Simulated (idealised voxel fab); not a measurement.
process module | voxel wiring stack
cross-section cut | 195 nm wide | cells 5 nm
A cross-section is a grid of square cells, given in bands from the top down. A band is one or more rows of cells.
Each band's line starts with the height of the band's top and of its bottom, in nm. Then come its materials from left to right, each with its width in nm. One material with "throughout" fills the band from edge to edge. "air" is empty space.
Height 0 is the level under which the wafer as received is all one material. The lowest band goes on downwards, as in "0 down".
A width such as "30 to 40" changes by the same amount from each row of cells to the next, from the band's top row to its bottom row.
"no change" after a step means that no cell of the cross-section changed.
closed voids: empty space of 8 cells or more with no open way to the top, each as width x height at its distance from the left edge, in nm
after a step's settings: what the simulator itself notes on the step
overlay nm, on a step with a mask: how far to the right of its planned place the mask lay; to the left if negative
plan
1 op RECEIVE | material Si
2 op CONFORMAL_DEP | material SiO2 | thk nm 10
3 op DIRECTIONAL_DEP | material TiN | thk nm 5
4 op DIRECTIONAL_DEP | material W | thk nm 20
5 op DIRECTIONAL_DEP | material aC | thk nm 10
6 op PATTERN | tone cover | mask id METAL_1 | material resist | width nm 25 | pitch nm 50 | thk nm 25 | overlay nm 0
7 op DIRECTIONAL_ETCH | etch materials aC | depth nm 10
8 op STRIP | etch materials resist
9 op DIRECTIONAL_ETCH | etch materials W | depth nm 20
10 op DIRECTIONAL_ETCH | etch materials TiN | depth nm 5
11 op STRIP | etch materials aC
12 op FILL_DEP | material lowk | thk nm 5
13 op CMP | height nm 35
14 op CONFORMAL_DEP | material SiCN | thk nm 5
15 op DIRECTIONAL_DEP | material lowk | thk nm 10
16 op MASKED_ETCH | tone open | mask id PLUG_1 | width nm 15 | etch materials lowk | depth nm 10 | overlay nm 0
17 op MASKED_ETCH | tone open | mask id PLUG_1 | width nm 15 | etch materials SiCN | depth nm 5 | overlay nm 0
18 op CONFORMAL_DEP | material TiN | thk nm 5
19 op FILL_DEP | material W | thk nm 5
20 op CMP | height nm 50
21 op DIRECTIONAL_DEP | material TiN | thk nm 5
22 op DIRECTIONAL_DEP | material W | thk nm 20
23 op PATTERN | tone cover | mask id METAL_2 | material resist | width nm 25 | pitch nm 50 | thk nm 15 | overlay nm 0
24 op DIRECTIONAL_ETCH | etch materials W | depth nm 20
25 op DIRECTIONAL_ETCH | etch materials TiN | depth nm 5
26 op STRIP | etch materials resist
27 op CONFORMAL_DEP | material SiCN | thk nm 5
28 op FILL_DEP | material lowk | thk nm 10
29 op CMP | height nm 75
30 op CONFORMAL_DEP | material SiN | thk nm 5
varied across the wafers: width nm of step 16. The plan shows the first wafer's value. All wafers start alike
first wafer as received, after step 1
  0 down: Si throughout
  closed voids: none
each wafer at the end: cells of each material gained (+) or lost (-) since it was received, then its closed voids
width nm 15 | +81 SiCN | +39 SiN | +78 SiO2 | +27 TiN | +82 W | +317 lowk | closed voids: none
width nm 20 | +81 SiCN | +39 SiN | +78 SiO2 | +28 TiN | +83 W | +315 lowk | closed voids: none
width nm 25 | +81 SiCN | +39 SiN | +78 SiO2 | +29 TiN | +84 W | +313 lowk | closed voids: none
width nm 30 | +81 SiCN | +39 SiN | +78 SiO2 | +30 TiN | +85 W | +311 lowk | closed voids: none
